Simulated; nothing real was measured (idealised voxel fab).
You're looking at the process module voxel plated lines.
Cross-section cut: width 265 nm, square cells of 5 nm.
Cross-sections here: square-cell grids, written as top-down lists of bands, a band being one or more rows of cells. Quick guide to a band line: top height, bottom height (nm) up front; then every material left to right with its width in nm. Only one material and it's marked "full width"? Then it fills the band edge to edge. And "empty" just means empty space. Heights from 0 (as-received wafer is one material below). Bottom band endless downward, as "0 and below". It should be noted that a width expressed as "30 to 40" varies in equal increments from row to row of cells within the band, taking the value of the first number at the top row and that of the second number at the bottom row. It should be understood that the words "no change", when stated for a given step, signify that the cross-section underwent no change in any of its cells during that step. Entry "Fully closed voids" = empty spaces >= 8 cells with no open way to the top; each as width x height at distance, distance from left edge, all nm. It should be noted that, on the line of a given step, the content following the step's settings is a remark produced by the simulator itself with respect to that step. Regarding "overlay nm": on a step with a mask, it is the distance the mask lay to the right of its planned place; a negative value places it to the left.

THE STEPS PLANNED FOR THE PROCESS ARE AS FOLLOWS
1. RECEIVE | material Si
2. CONFORMAL_DEP | material SiO2 | thk nm 5
3. DIRECTIONAL_DEP | material TiN | thk nm 5
4. PATTERN | tone open | mask id LINES | material resist | width nm 20 | pitch nm 45 | thk nm 25 | overlay nm 0
5. EPI | material Ru | thk nm 5
6. EPI | material Ru | thk nm 5
7. STRIP | etch materials resist
8. DIRECTIONAL_ETCH | etch materials TiN | depth nm 5
9. CONFORMAL_DEP | material SiN | thk nm 5

SO THIS IS THE INCOMING WAFER IN CROSS-SECTION - IT'S ALREADY BEEN THROUGH STEP 1
    0 and below: Si full width
    Fully closed voids: none

FIRST OF TWO WAFERS: CROSS-SECTION AT END OF MODULE, RUN PER PLAN
    25 down to 20: empty: 50 / SiN: 30 / empty: 15 / SiN: 30 / empty: 15 / SiN: 30 / empty: 15 / SiN: 30 / empty: 50
    20 down to 10: empty: 50 / SiN: 5 / Ru: 20 / SiN: 5 / empty: 15 / SiN: 5 / Ru: 20 / SiN: 5 / empty: 15 / SiN: 5 / Ru: 20 / SiN: 5 / empty: 15 / SiN: 5 / Ru: 20 / SiN: 5 / empty: 50
    10 down to 5: SiN: 55 / TiN: 20 / SiN: 25 / TiN: 20 / SiN: 25 / TiN: 20 / SiN: 25 / TiN: 20 / SiN: 55
    5 down to 0: SiO2 full width
    0 and below: Si full width
    Fully closed voids: none

THIS CROSS-SECTION BELONGS TO THE SECOND WAFER OF TWO AT THE END OF THE MODULE; THE START AND THE PLAN WERE SHARED WITH THE FIRST, AND THE RUN INCLUDED ONE MISTAKE
    25 down to 20: empty: 55 / SiN: 30 / empty: 15 / SiN: 30 / empty: 15 / SiN: 30 / empty: 15 / SiN: 30 / empty: 45
    20 down to 10: empty: 55 / SiN: 5 / Ru: 20 / SiN: 5 / empty: 15 / SiN: 5 / Ru: 20 / SiN: 5 / empty: 15 / SiN: 5 / Ru: 20 / SiN: 5 / empty: 15 / SiN: 5 / Ru: 20 / SiN: 5 / empty: 45
    10 down to 5: SiN: 60 / TiN: 20 / SiN: 25 / TiN: 20 / SiN: 25 / TiN: 20 / SiN: 25 / TiN: 20 / SiN: 50
    5 down to 0: SiO2 full width
    0 and below: Si full width
    Fully closed voids: none
The plan and the run diverged here: so step 4 ended up running with a different setting than we planned, it ran as PATTERN | tone open | mask id LINES | material resist | width nm 20 | pitch nm 45 | thk nm 25 | overlay nm 5
at the end the second wafer has, in cells: as many of each material as the first, in other places
